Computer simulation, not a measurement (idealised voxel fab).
process module | voxel ribs on slabs
cross-section cut | 155 nm wide | cells 5 nm
A cross-section is a grid of square cells, given in bands from the top down. A band is one or more rows of cells.
Each band's line starts with the height of the band's top and of its bottom, in nm. Then come its materials from left to right, each with its width in nm. One material with "throughout" fills the band from edge to edge. "air" is empty space.
Height 0 is the level under which the wafer as received is all one material. The lowest band goes on downwards, as in "0 down".
A width such as "30 to 40" changes by the same amount from each row of cells to the next, from the band's top row to its bottom row.
"no change" after a step means that no cell of the cross-section changed.
closed voids: empty space of 8 cells or more with no open way to the top, each as width x height at its distance from the left edge, in nm
after a step's settings: what the simulator itself notes on the step
overlay nm, on a step with a mask: how far to the right of its planned place the mask lay; to the left if negative
plan
1 op RECEIVE | material Si
2 op DIRECTIONAL_DEP | material SiO2 | thk nm 30
3 op DIRECTIONAL_DEP | material SiN | thk nm 25
4 op PATTERN | tone cover | mask id RIB | material resist | width nm 20 | thk nm 15 | overlay nm 0
5 op DIRECTIONAL_ETCH | etch materials SiN | depth nm 20
6 op STRIP | etch materials resist
7 op MASKED_ETCH | tone cover | mask id SLAB | width nm 50 | etch materials SiN | depth nm 5 | overlay nm 0
8 op FILL_DEP | material SiO2 | thk nm 20
9 op CMP | height nm 70
10 op DIRECTIONAL_DEP | material W | thk nm 10
11 op DIRECTIONAL_DEP | material aC | thk nm 15
12 op PATTERN | tone cover | mask id HEATER | material resist | width nm 30 | thk nm 30 | overlay nm 0
13 op DIRECTIONAL_ETCH | etch materials aC | depth nm 15
14 op STRIP | etch materials resist
15 op DIRECTIONAL_ETCH | etch materials W | depth nm 10
16 op STRIP | etch materials aC
17 op CONFORMAL_DEP | material SiN | thk nm 5
as received, after step 1
  0 down: Si throughout
  closed voids: none
a wafer at the end: this start, this plan, one mistake
  85 to 80: air 55 | SiN 40 | air 60
  80 to 75: air 55 | SiN 5 | W 30 | SiN 5 | air 60
  75 to 70: SiN 60 | W 30 | SiN 65
  70 to 50: SiO2 throughout
  50 to 35: SiO2 65 | SiN 20 | SiO2 70
  35 to 30: SiN 50 | SiO2 15 | SiN 20 | SiO2 15 | SiN 55
  30 to 0: SiO2 throughout
  0 down: Si throughout
  closed voids: none
what went wrong: step 7 ran as: op MASKED_ETCH | tone open | mask id SLAB | width nm 50 | etch materials SiN | depth nm 5 | overlay nm 0
